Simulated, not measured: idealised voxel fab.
This is a process module. Its name is voxel self aligned contacts.
Xsec cut, 300 nm wide, square cell size 5 nm.
Notation: cross-section as square-cell grid; stated in bands, top first, going down; one or more cell rows per band. Read a band's entry like this: the first values are the height of its top and the height of its bottom in nm, and what follows is the sequence of materials from left to right, each with its width in nm. Note that "blank" is empty space, and that a single material marked "everywhere" reaches across the band from edge to edge. Below 0: as-received wafer, all one material; heights counted from there. Lowest band: no bottom, goes on down, written "0..down". The expression "30->40" gives the width at the extremes of the band, the first number at its top row of cells and the second at its bottom row, with the width changing by equal amounts from each row to the next in between. It should be understood that the words "no modification", when stated for a given step, signify that the cross-section underwent no change in any of its cells during that step. "Enclosed void catalog" - sealed voids, min. 8 cells, no opening to top; format: width x height at distance (distance from left edge; nm throughout). Step line, after settings: the simulator's comment on this step. Each step line may optionally specify "overlay nm", which for a step with a mask gives the rightward distance between the mask's planned place and where it lay, a negative value indicating the leftward direction.
These are the steps we planned for the process:
- 1: RECEIVE with material Si
- 2: OXIDIZE with depth nm 5
- 3: DIRECTIONAL_DEP with material polySi, thk nm 30
- 4: DIRECTIONAL_DEP with material SiN, thk nm 20
- 5: PATTERN with tone cover, mask id GATE, material resist, width nm 25, pitch nm 60, thk nm 20, overlay nm 0
- 6: DIRECTIONAL_ETCH with etch materials SiN, depth nm 20
- 7: DIRECTIONAL_ETCH with etch materials polySi, depth nm 30
- 8: STRIP with etch materials resist
- 9: CONFORMAL_DEP with material SiN, thk nm 10
- 10: DIRECTIONAL_ETCH with etch materials SiN, depth nm 10
- 11: FILL_DEP with material SiO2, thk nm 15
- 12: CMP with height nm 55
- 13: DIRECTIONAL_DEP with material aC, thk nm 15
- 14: PATTERN with tone open, mask id CONTACT, material resist, width nm 45, pitch nm 60, thk nm 30, overlay nm 0
- 15: DIRECTIONAL_ETCH with etch materials aC, depth nm 15
- 16: STRIP with etch materials resist
- 17: DIRECTIONAL_ETCH with etch materials SiO2, depth nm 60
- 18: STRIP with etch materials aC
- 19: CONFORMAL_DEP with material TiN, thk nm 5
- 20: FILL_DEP with material W, thk nm 5
- 21: CMP with height nm 55
- 22: CONFORMAL_DEP with material SiCN, thk nm 5
Cross-section, incoming material, after step 1:
- 0..down  Si everywhere
- Enclosed void catalog: none
As-planned run: cross-section of the first of two wafers at end of module:
- 60..55  SiCN everywhere
- 55..50  SiO2 95, TiN 20, W 5, TiN 20, SiO2 15, TiN 20, W 5, TiN 20, SiO2 100
- 50..30  SiO2 65, SiN 45, TiN 5, W 5, TiN 5, SiN 45, TiN 5, W 5, TiN 5, SiN 45, SiO2 70
- 30..0  SiO2 65, SiN 10, polySi 25, SiN 10, TiN 5, W 5, TiN 5, SiN 10, polySi 25, SiN 10, TiN 5, W 5, TiN 5, SiN 10, polySi 25, SiN 10, SiO2 70
- 0..-5  SiO2 110, TiN 15, SiO2 45, TiN 15, SiO2 115
- -5..down  Si everywhere
- Enclosed void catalog: none
Wafer two, end of module, cross-section. Same start, same plan as wafer one. One mistake in the run:
- 60..55  SiCN everywhere
- 55..45  SiO2 95, TiN 5, W 35, TiN 5, SiO2 15, TiN 5, W 35, TiN 5, SiO2 100
- 45..40  SiO2 95, TiN 10, W 25, TiN 10, SiO2 15, TiN 10, W 25, TiN 10, SiO2 100
- 40..30  SiO2 75, SiN 25, TiN 5, W 25, TiN 5, SiN 25, TiN 5, W 25, TiN 5, SiN 25, SiO2 80
- 30..0  SiO2 75, polySi 25, TiN 5, W 25, TiN 5, polySi 25, TiN 5, W 25, TiN 5, polySi 25, SiO2 80
- 0..-5  SiO2 100, TiN 35, SiO2 25, TiN 35, SiO2 105
- -5..down  Si everywhere
- Enclosed void catalog: none
what went wrong: step 9 of the plan was jumped over and never run
The final cell counts differ between the wafers, with the second having more or fewer of some materials than the first: SiN: 150 fewer; SiO2: 54 more; W: 96 more
